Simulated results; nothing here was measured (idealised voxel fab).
process module | voxel fin reveal
cross-section cut | 275 nm wide | cells 5 nm
A cross-section is a grid of square cells, given in bands from the top down. A band is one or more rows of cells.
Each band's line starts with the height of the band's top and of its bottom, in nm. Then come its materials from left to right, each with its width in nm. One material with "throughout" fills the band from edge to edge. "air" is empty space.
Height 0 is the level under which the wafer as received is all one material. The lowest band goes on downwards, as in "0 down".
A width such as "30 to 40" changes by the same amount from each row of cells to the next, from the band's top row to its bottom row.
"no change" after a step means that no cell of the cross-section changed.
closed voids: empty space of 8 cells or more with no open way to the top, each as width x height at its distance from the left edge, in nm
after a step's settings: what the simulator itself notes on the step
overlay nm, on a step with a mask: how far to the right of its planned place the mask lay; to the left if negative
plan
1 op RECEIVE | material Si
2 op CONFORMAL_DEP | material SiN | thk nm 5
3 op PATTERN | tone cover | mask id FINS | material resist | width nm 15 | pitch nm 35 | thk nm 20 | overlay nm 0
4 op DIRECTIONAL_ETCH | etch materials SiN | depth nm 5
5 op DIRECTIONAL_ETCH | etch materials Si | depth nm 30
6 op STRIP | etch materials resist
7 op FILL_DEP | material SiO2 | thk nm 5
8 op CMP | height nm 5
9 op SELECTIVE_ETCH | etch materials SiO2 | depth nm 15
10 op STRIP | etch materials SiN
as received, after step 1
  0 down: Si throughout
  closed voids: none
first wafer at the end, as planned
  0 to -10: air 95 | Si 15 | air 20 | Si 15 | air 20 | Si 15 | air 95
  -10 to -30: SiO2 95 | Si 15 | SiO2 20 | Si 15 | SiO2 20 | Si 15 | SiO2 95
  -30 down: Si throughout
  closed voids: none
second wafer at the end: like start, like plan, one mistake
  0 to -10: air 105 | Si 15 | air 20 | Si 15 | air 20 | Si 15 | air 85
  -10 to -30: SiO2 105 | Si 15 | SiO2 20 | Si 15 | SiO2 20 | Si 15 | SiO2 85
  -30 down: Si throughout
  closed voids: none
what went wrong: step 3 ran as: op PATTERN | tone cover | mask id FINS | material resist | width nm 15 | pitch nm 35 | thk nm 20 | overlay nm 10
at the end the second wafer has, in cells: as many of each material as the first, in other places
